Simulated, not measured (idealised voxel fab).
process module | voxel released beams
cross-section cut | 180 nm wide | cells 5 nm
A cross-section is a grid of square cells, given in bands from the top down. A band is one or more rows of cells.
Each band's line starts with the height of the band's top and of its bottom, in nm. Then come its materials from left to right, each with its width in nm. One material with "throughout" fills the band from edge to edge. "air" is empty space.
Height 0 is the level under which the wafer as received is all one material. The lowest band goes on downwards, as in "0 down".
A width such as "30 to 40" changes by the same amount from each row of cells to the next, from the band's top row to its bottom row.
"no change" after a step means that no cell of the cross-section changed.
closed voids: empty space of 8 cells or more with no open way to the top, each as width x height at its distance from the left edge, in nm
after a step's settings: what the simulator itself notes on the step
overlay nm, on a step with a mask: how far to the right of its planned place the mask lay; to the left if negative
plan
1 op RECEIVE | material Si
2 op CONFORMAL_DEP | material Al2O3 | thk nm 5
3 op DIRECTIONAL_DEP | material SiO2 | thk nm 20
4 op MASKED_ETCH | tone open | mask id ANCHOR | width nm 40 | etch materials SiO2 | depth nm 20 | overlay nm 0
5 op CONFORMAL_DEP | material SiN | thk nm 15
6 op PATTERN | tone cover | mask id BEAM | material resist | width nm 105 | thk nm 15 | overlay nm 0
7 op DIRECTIONAL_ETCH | etch materials SiN | depth nm 15
8 op STRIP | etch materials resist
9 op STRIP | etch materials SiO2
as received, after step 1
  0 down: Si throughout
  closed voids: none
first wafer at the end, as planned
  40 to 25: air 35 | SiN 20 | air 10 | SiN 75 | air 40
  25 to 20: air 40 | SiN 15 | air 10 | SiN 15 | air 100
  20 to 5: air 40 | SiN 40 | air 100
  5 to 0: Al2O3 throughout
  0 down: Si throughout
  closed voids: none
second wafer at the end: like start, like plan, one mistake
  40 to 25: air 35 | SiN 60 | air 85
  25 to 20: air 25 | SiN 15 | SiO2 40 | SiN 15 | air 85
  20 to 5: air 25 | SiN 15 | SiO2 40 | SiN 60 | air 40
  5 to 0: Al2O3 throughout
  0 down: Si throughout
  closed voids: none
what went wrong: step 4 ran as: op MASKED_ETCH | tone cover | mask id ANCHOR | width nm 40 | etch materials SiO2 | depth nm 20 | overlay nm 0
at the end the second wafer has, in cells: 32 more of SiO2
